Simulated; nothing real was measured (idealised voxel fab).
Process module heading - voxel wiring stack
cross-section cut | 265 nm wide | cells 5 nm
How to read a cross-section here: the picture is a grid of square cells, written as bands going from the top down, and any band can span one or more rows of cells. It is stipulated that each band's entry specify, in nanometres, the height of the top of the band and then that of its bottom, followed by the materials of the band in left-to-right sequence, each together with its width in nanometres. A single material marked by the word "full width" is understood to fill the band from edge to edge; the word "air" is understood to denote empty space. Counting heights begins at 0, where everything beneath is, in the wafer as received, one material. The lowest band has no bottom; it goes on downwards, as "0 and below" shows. Think of "30 to 40" as a width that walks from the first number to the second as you go down the band, top row to bottom row, taking equal-sized steps from row to row. Where the words "remained unchanged" appear for a step, the cross-section shows no cell changed by that step; every cell remained as before. Listed in "Enclosed empty spaces": every empty space of 8 or more cells without an open way to the top. Form: width x height at distance, the distance being from the left edge, all in nm. Post-settings text on a step line: simulator's own remark regarding the step. The setting "overlay nm" may be written on the line of a step. When the step uses a mask, the value reports how far to the right of the planned place the mask lay, and a negative value reports that it lay to the left.
The planned process steps are enumerated hereunder
1. RECEIVE | material Si
2. CONFORMAL_DEP | material SiO2 | thk nm 10
3. CONFORMAL_DEP | material SiN | thk nm 5
4. DIRECTIONAL_DEP | material lowk | thk nm 15
5. PATTERN | tone open | mask id METAL_1 | material resist | width nm 30 | pitch nm 60 | thk nm 20 | overlay nm 0
6. DIRECTIONAL_ETCH | etch materials lowk | depth nm 15
7. DIRECTIONAL_ETCH | etch materials SiN | depth nm 5
8. STRIP | etch materials resist
9. CONFORMAL_DEP | material TiN | thk nm 5
10. FILL_DEP | material Cu | thk nm 10
11. CMP | height nm 30
12. CONFORMAL_DEP | material SiCN | thk nm 5
13. DIRECTIONAL_DEP | material lowk | thk nm 25
14. DIRECTIONAL_DEP | material aC | thk nm 10
15. PATTERN | tone open | mask id METAL_2 | material resist | width nm 30 | pitch nm 60 | thk nm 30 | overlay nm 0
16. DIRECTIONAL_ETCH | etch materials aC | depth nm 10
17. STRIP | etch materials resist
18. DIRECTIONAL_ETCH | etch materials lowk | depth nm 15
19. STRIP | etch materials aC
20. DIRECTIONAL_DEP | material aC | thk nm 10
21. PATTERN | tone open | mask id METAL_2_HOLES | material resist | width nm 15 | thk nm 30 | overlay nm 0
22. DIRECTIONAL_ETCH | etch materials aC | depth nm 10
23. STRIP | etch materials resist
24. DIRECTIONAL_ETCH | etch materials lowk | depth nm 10
25. DIRECTIONAL_ETCH | etch materials SiCN | depth nm 5
26. STRIP | etch materials aC
27. CONFORMAL_DEP | material TiN | thk nm 5
28. FILL_DEP | material Cu | thk nm 5
29. CMP | height nm 60
30. CONFORMAL_DEP | material SiN | thk nm 5
First of two wafers, processed according to plan
Incoming wafer in cross-section (state: after step 1)
  0 and below: Si full width
  Enclosed empty spaces: none
Cross-section of the wafer after step 2
  10 down to 0: SiO2 full width
  Under the height 0 nothing was changed.
Cross-section of the wafer after step 3
  15 down to 10: SiN full width
  Under the height 10 nothing was changed.
Cross-section of the wafer after step 4
  30 down to 15: lowk full width
  Under the height 15 nothing was changed.
Cross-section of the wafer after step 5
  50 down to 30: 85 nm resist  30 nm air  30 nm resist  30 nm air  90 nm resist
  Under the height 30 nothing was changed.
Cross-section of the wafer after step 6
  50 down to 30: 85 nm resist  30 nm air  30 nm resist  30 nm air  90 nm resist
  30 down to 15: 85 nm lowk  30 nm air  30 nm lowk  30 nm air  90 nm lowk
  Under the height 15 nothing was changed.
Cross-section of the wafer after step 7
  50 down to 30: 85 nm resist  30 nm air  30 nm resist  30 nm air  90 nm resist
  30 down to 15: 85 nm lowk  30 nm air  30 nm lowk  30 nm air  90 nm lowk
  15 down to 10: 85 nm SiN  30 nm air  30 nm SiN  30 nm air  90 nm SiN
  Under the height 10 nothing was changed.
Cross-section of the wafer after step 8
  30 down to 15: 85 nm lowk  30 nm air  30 nm lowk  30 nm air  90 nm lowk
  Under the height 15 nothing was changed.
Cross-section of the wafer after step 9
  35 down to 30: 90 nm TiN  20 nm air  40 nm TiN  20 nm air  95 nm TiN
  30 down to 15: 85 nm lowk  5 nm TiN  20 nm air  5 nm TiN  30 nm lowk  5 nm TiN  20 nm air  5 nm TiN  90 nm lowk
  15 down to 10: 85 nm SiN  30 nm TiN  30 nm SiN  30 nm TiN  90 nm SiN
  Under the height 10 nothing was changed.
Cross-section of the wafer after step 10
  45 down to 35: Cu full width
  35 down to 30: 90 nm TiN  20 nm Cu  40 nm TiN  20 nm Cu  95 nm TiN
  30 down to 15: 85 nm lowk  5 nm TiN  20 nm Cu  5 nm TiN  30 nm lowk  5 nm TiN  20 nm Cu  5 nm TiN  90 nm lowk
  Under the height 15 nothing was changed.
Cross-section of the wafer after step 11
  30 down to 15: 85 nm lowk  5 nm TiN  20 nm Cu  5 nm TiN  30 nm lowk  5 nm TiN  20 nm Cu  5 nm TiN  90 nm lowk
  Under the height 15 nothing was changed.
Cross-section of the wafer after step 12
  35 down to 30: SiCN full width
  Under the height 30 nothing was changed.
Cross-section of the wafer after step 13
  60 down to 35: lowk full width
  Under the height 35 nothing was changed.
Cross-section of the wafer after step 14
  70 down to 60: aC full width
  Under the height 60 nothing was changed.
Cross-section of the wafer after step 15
  100 down to 70: 85 nm resist  30 nm air  30 nm resist  30 nm air  90 nm resist
  Under the height 70 nothing was changed.
Cross-section of the wafer after step 16
  90 down to 70: 85 nm resist  30 nm air  30 nm resist  30 nm air  90 nm resist
  70 down to 60: 85 nm aC  30 nm air  30 nm aC  30 nm air  90 nm aC
  Under the height 60 nothing was changed.
Cross-section of the wafer after step 17
  70 down to 60: 85 nm aC  30 nm air  30 nm aC  30 nm air  90 nm aC
  Under the height 60 nothing was changed.
Cross-section of the wafer after step 18
  70 down to 60: 85 nm aC  30 nm air  30 nm aC  30 nm air  90 nm aC
  60 down to 45: 85 nm lowk  30 nm air  30 nm lowk  30 nm air  90 nm lowk
  Under the height 45 nothing was changed.
Cross-section of the wafer after step 19
  60 down to 45: 85 nm lowk  30 nm air  30 nm lowk  30 nm air  90 nm lowk
  Under the height 45 nothing was changed.
Cross-section of the wafer after step 20
  70 down to 60: 85 nm aC  30 nm air  30 nm aC  30 nm air  90 nm aC
  60 down to 55: 85 nm lowk  30 nm air  30 nm lowk  30 nm air  90 nm lowk
  55 down to 45: 85 nm lowk  30 nm aC  30 nm lowk  30 nm aC  90 nm lowk
  Under the height 45 nothing was changed.
Cross-section of the wafer after step 21
  100 down to 70: 85 nm resist  15 nm air  165 nm resist
  70 down to 60: 85 nm aC  15 nm air  15 nm resist  30 nm aC  30 nm resist  90 nm aC
  60 down to 55: 85 nm lowk  15 nm air  15 nm resist  30 nm lowk  30 nm resist  90 nm lowk
  Under the height 55 nothing was changed.
Cross-section of the wafer after step 22
  90 down to 70: 85 nm resist  15 nm air  165 nm resist
  70 down to 60: 85 nm aC  15 nm air  15 nm resist  30 nm aC  30 nm resist  90 nm aC
  60 down to 55: 85 nm lowk  15 nm air  15 nm resist  30 nm lowk  30 nm resist  90 nm lowk
  55 down to 45: 85 nm lowk  15 nm air  15 nm aC  30 nm lowk  30 nm aC  90 nm lowk
  Under the height 45 nothing was changed.
Cross-section of the wafer after step 23
  70 down to 60: 85 nm aC  30 nm air  30 nm aC  30 nm air  90 nm aC
  60 down to 55: 85 nm lowk  30 nm air  30 nm lowk  30 nm air  90 nm lowk
  Under the height 55 nothing was changed.
Cross-section of the wafer after step 24
  70 down to 60: 85 nm aC  30 nm air  30 nm aC  30 nm air  90 nm aC
  60 down to 55: 85 nm lowk  30 nm air  30 nm lowk  30 nm air  90 nm lowk
  55 down to 45: 85 nm lowk  15 nm air  15 nm aC  30 nm lowk  30 nm aC  90 nm lowk
  45 down to 35: 85 nm lowk  15 nm air  165 nm lowk
  Under the height 35 nothing was changed.
Cross-section of the wafer after step 25
  70 down to 60: 85 nm aC  30 nm air  30 nm aC  30 nm air  90 nm aC
  60 down to 55: 85 nm lowk  30 nm air  30 nm lowk  30 nm air  90 nm lowk
  55 down to 45: 85 nm lowk  15 nm air  15 nm aC  30 nm lowk  30 nm aC  90 nm lowk
  45 down to 35: 85 nm lowk  15 nm air  165 nm lowk
  35 down to 30: 85 nm SiCN  15 nm air  165 nm SiCN
  Under the height 30 nothing was changed.
Cross-section of the wafer after step 26
  60 down to 45: 85 nm lowk  30 nm air  30 nm lowk  30 nm air  90 nm lowk
  Under the height 45 nothing was changed.
Cross-section of the wafer after step 27
  65 down to 60: 90 nm TiN  20 nm air  40 nm TiN  20 nm air  95 nm TiN
  60 down to 50: 85 nm lowk  5 nm TiN  20 nm air  5 nm TiN  30 nm lowk  5 nm TiN  20 nm air  5 nm TiN  90 nm lowk
  50 down to 45: 85 nm lowk  5 nm TiN  5 nm air  20 nm TiN  30 nm lowk  30 nm TiN  90 nm lowk
  45 down to 35: 85 nm lowk  5 nm TiN  5 nm air  5 nm TiN  165 nm lowk
  35 down to 30: 85 nm SiCN  15 nm TiN  165 nm SiCN
  Under the height 30 nothing was changed.
Cross-section of the wafer after step 28
  70 down to 65: Cu full width
  65 down to 60: 90 nm TiN  20 nm Cu  40 nm TiN  20 nm Cu  95 nm TiN
  60 down to 50: 85 nm lowk  5 nm TiN  20 nm Cu  5 nm TiN  30 nm lowk  5 nm TiN  20 nm Cu  5 nm TiN  90 nm lowk
  50 down to 45: 85 nm lowk  5 nm TiN  5 nm Cu  20 nm TiN  30 nm lowk  30 nm TiN  90 nm lowk
  45 down to 35: 85 nm lowk  5 nm TiN  5 nm Cu  5 nm TiN  165 nm lowk
  Under the height 35 nothing was changed.
Cross-section of the wafer after step 29
  60 down to 50: 85 nm lowk  5 nm TiN  20 nm Cu  5 nm TiN  30 nm lowk  5 nm TiN  20 nm Cu  5 nm TiN  90 nm lowk
  Under the height 50 nothing was changed.
Cross-section of the wafer after step 30
  65 down to 60: SiN full width
  Under the height 60 nothing was changed.
Here the second wafer is described. Its start and its plan were those of the first wafer. Its run contained one mistake. Up to and including step 1, it did exactly what the first wafer did
Cross-section: second wafer, time at which step 2 was scheduled to end: remained unchanged
Cross-section: second wafer, time at which step 3 was scheduled to end
  5 down to 0: SiN full width
  Under the height 0 nothing was changed.
Cross-section: second wafer, time at which step 4 was scheduled to end
  20 down to 5: lowk full width
  Under the height 5 nothing was changed.
Cross-section: second wafer, time at which step 5 was scheduled to end
  40 down to 20: 85 nm resist  30 nm air  30 nm resist  30 nm air  90 nm resist
  Under the height 20 nothing was changed.
Cross-section: second wafer, time at which step 6 was scheduled to end
  40 down to 20: 85 nm resist  30 nm air  30 nm resist  30 nm air  90 nm resist
  20 down to 5: 85 nm lowk  30 nm air  30 nm lowk  30 nm air  90 nm lowk
  Under the height 5 nothing was changed.
Cross-section: second wafer, time at which step 7 was scheduled to end
  40 down to 20: 85 nm resist  30 nm air  30 nm resist  30 nm air  90 nm resist
  20 down to 5: 85 nm lowk  30 nm air  30 nm lowk  30 nm air  90 nm lowk
  5 down to 0: 85 nm SiN  30 nm air  30 nm SiN  30 nm air  90 nm SiN
  Under the height 0 nothing was changed.
Cross-section: second wafer, time at which step 8 was scheduled to end
  20 down to 5: 85 nm lowk  30 nm air  30 nm lowk  30 nm air  90 nm lowk
  Under the height 5 nothing was changed.
Cross-section: second wafer, time at which step 9 was scheduled to end
  25 down to 20: 90 nm TiN  20 nm air  40 nm TiN  20 nm air  95 nm TiN
  20 down to 5: 85 nm lowk  5 nm TiN  20 nm air  5 nm TiN  30 nm lowk  5 nm TiN  20 nm air  5 nm TiN  90 nm lowk
  5 down to 0: 85 nm SiN  30 nm TiN  30 nm SiN  30 nm TiN  90 nm SiN
  Under the height 0 nothing was changed.
Cross-section: second wafer, time at which step 10 was scheduled to end
  35 down to 25: Cu full width
  25 down to 20: 90 nm TiN  20 nm Cu  40 nm TiN  20 nm Cu  95 nm TiN
  20 down to 5: 85 nm lowk  5 nm TiN  20 nm Cu  5 nm TiN  30 nm lowk  5 nm TiN  20 nm Cu  5 nm TiN  90 nm lowk
  Under the height 5 nothing was changed.
Cross-section: second wafer, time at which step 11 was scheduled to end
  30 down to 25: Cu full width
  Under the height 25 nothing was changed.
Cross-section: second wafer, time at which step 12 was scheduled to end
  35 down to 30: SiCN full width
  Under the height 30 nothing was changed.
Cross-section: second wafer, time at which step 13 was scheduled to end
  60 down to 35: lowk full width
  Under the height 35 nothing was changed.
Cross-section: second wafer, time at which step 14 was scheduled to end
  70 down to 60: aC full width
  Under the height 60 nothing was changed.
Cross-section: second wafer, time at which step 15 was scheduled to end
  100 down to 70: 85 nm resist  30 nm air  30 nm resist  30 nm air  90 nm resist
  Under the height 70 nothing was changed.
Cross-section: second wafer, time at which step 16 was scheduled to end
  90 down to 70: 85 nm resist  30 nm air  30 nm resist  30 nm air  90 nm resist
  70 down to 60: 85 nm aC  30 nm air  30 nm aC  30 nm air  90 nm aC
  Under the height 60 nothing was changed.
Cross-section: second wafer, time at which step 17 was scheduled to end
  70 down to 60: 85 nm aC  30 nm air  30 nm aC  30 nm air  90 nm aC
  Under the height 60 nothing was changed.
Cross-section: second wafer, time at which step 18 was scheduled to end
  70 down to 60: 85 nm aC  30 nm air  30 nm aC  30 nm air  90 nm aC
  60 down to 45: 85 nm lowk  30 nm air  30 nm lowk  30 nm air  90 nm lowk
  Under the height 45 nothing was changed.
Cross-section: second wafer, time at which step 19 was scheduled to end
  60 down to 45: 85 nm lowk  30 nm air  30 nm lowk  30 nm air  90 nm lowk
  Under the height 45 nothing was changed.
Cross-section: second wafer, time at which step 20 was scheduled to end
  70 down to 60: 85 nm aC  30 nm air  30 nm aC  30 nm air  90 nm aC
  60 down to 55: 85 nm lowk  30 nm air  30 nm lowk  30 nm air  90 nm lowk
  55 down to 45: 85 nm lowk  30 nm aC  30 nm lowk  30 nm aC  90 nm lowk
  Under the height 45 nothing was changed.
Cross-section: second wafer, time at which step 21 was scheduled to end
  100 down to 70: 85 nm resist  15 nm air  165 nm resist
  70 down to 60: 85 nm aC  15 nm air  15 nm resist  30 nm aC  30 nm resist  90 nm aC
  60 down to 55: 85 nm lowk  15 nm air  15 nm resist  30 nm lowk  30 nm resist  90 nm lowk
  Under the height 55 nothing was changed.
Cross-section: second wafer, time at which step 22 was scheduled to end
  90 down to 70: 85 nm resist  15 nm air  165 nm resist
  70 down to 60: 85 nm aC  15 nm air  15 nm resist  30 nm aC  30 nm resist  90 nm aC
  60 down to 55: 85 nm lowk  15 nm air  15 nm resist  30 nm lowk  30 nm resist  90 nm lowk
  55 down to 45: 85 nm lowk  15 nm air  15 nm aC  30 nm lowk  30 nm aC  90 nm lowk
  Under the height 45 nothing was changed.
Cross-section: second wafer, time at which step 23 was scheduled to end
  70 down to 60: 85 nm aC  30 nm air  30 nm aC  30 nm air  90 nm aC
  60 down to 55: 85 nm lowk  30 nm air  30 nm lowk  30 nm air  90 nm lowk
  Under the height 55 nothing was changed.
Cross-section: second wafer, time at which step 24 was scheduled to end
  70 down to 60: 85 nm aC  30 nm air  30 nm aC  30 nm air  90 nm aC
  60 down to 55: 85 nm lowk  30 nm air  30 nm lowk  30 nm air  90 nm lowk
  55 down to 45: 85 nm lowk  15 nm air  15 nm aC  30 nm lowk  30 nm aC  90 nm lowk
  45 down to 35: 85 nm lowk  15 nm air  165 nm lowk
  Under the height 35 nothing was changed.
Cross-section: second wafer, time at which step 25 was scheduled to end
  70 down to 60: 85 nm aC  30 nm air  30 nm aC  30 nm air  90 nm aC
  60 down to 55: 85 nm lowk  30 nm air  30 nm lowk  30 nm air  90 nm lowk
  55 down to 45: 85 nm lowk  15 nm air  15 nm aC  30 nm lowk  30 nm aC  90 nm lowk
  45 down to 35: 85 nm lowk  15 nm air  165 nm lowk
  35 down to 30: 85 nm SiCN  15 nm air  165 nm SiCN
  Under the height 30 nothing was changed.
Cross-section: second wafer, time at which step 26 was scheduled to end
  60 down to 45: 85 nm lowk  30 nm air  30 nm lowk  30 nm air  90 nm lowk
  Under the height 45 nothing was changed.
Cross-section: second wafer, time at which step 27 was scheduled to end
  65 down to 60: 90 nm TiN  20 nm air  40 nm TiN  20 nm air  95 nm TiN
  60 down to 50: 85 nm lowk  5 nm TiN  20 nm air  5 nm TiN  30 nm lowk  5 nm TiN  20 nm air  5 nm TiN  90 nm lowk
  50 down to 45: 85 nm lowk  5 nm TiN  5 nm air  20 nm TiN  30 nm lowk  30 nm TiN  90 nm lowk
  45 down to 35: 85 nm lowk  5 nm TiN  5 nm air  5 nm TiN  165 nm lowk
  35 down to 30: 85 nm SiCN  15 nm TiN  165 nm SiCN
  Under the height 30 nothing was changed.
Cross-section: second wafer, time at which step 28 was scheduled to end
  70 down to 65: Cu full width
  65 down to 60: 90 nm TiN  20 nm Cu  40 nm TiN  20 nm Cu  95 nm TiN
  60 down to 50: 85 nm lowk  5 nm TiN  20 nm Cu  5 nm TiN  30 nm lowk  5 nm TiN  20 nm Cu  5 nm TiN  90 nm lowk
  50 down to 45: 85 nm lowk  5 nm TiN  5 nm Cu  20 nm TiN  30 nm lowk  30 nm TiN  90 nm lowk
  45 down to 35: 85 nm lowk  5 nm TiN  5 nm Cu  5 nm TiN  165 nm lowk
  Under the height 35 nothing was changed.
Cross-section: second wafer, time at which step 29 was scheduled to end
  60 down to 50: 85 nm lowk  5 nm TiN  20 nm Cu  5 nm TiN  30 nm lowk  5 nm TiN  20 nm Cu  5 nm TiN  90 nm lowk
  Under the height 50 nothing was changed.
Cross-section: second wafer, time at which step 30 was scheduled to end
  65 down to 60: SiN full width
  Under the height 60 nothing was changed.
So what did we get wrong on this run? step 2 of the plan got skipped, so it never ran
End check, counted in cells, second wafer has more or fewer of these materials than the first: +61 Cu; -106 SiO2; +45 TiN
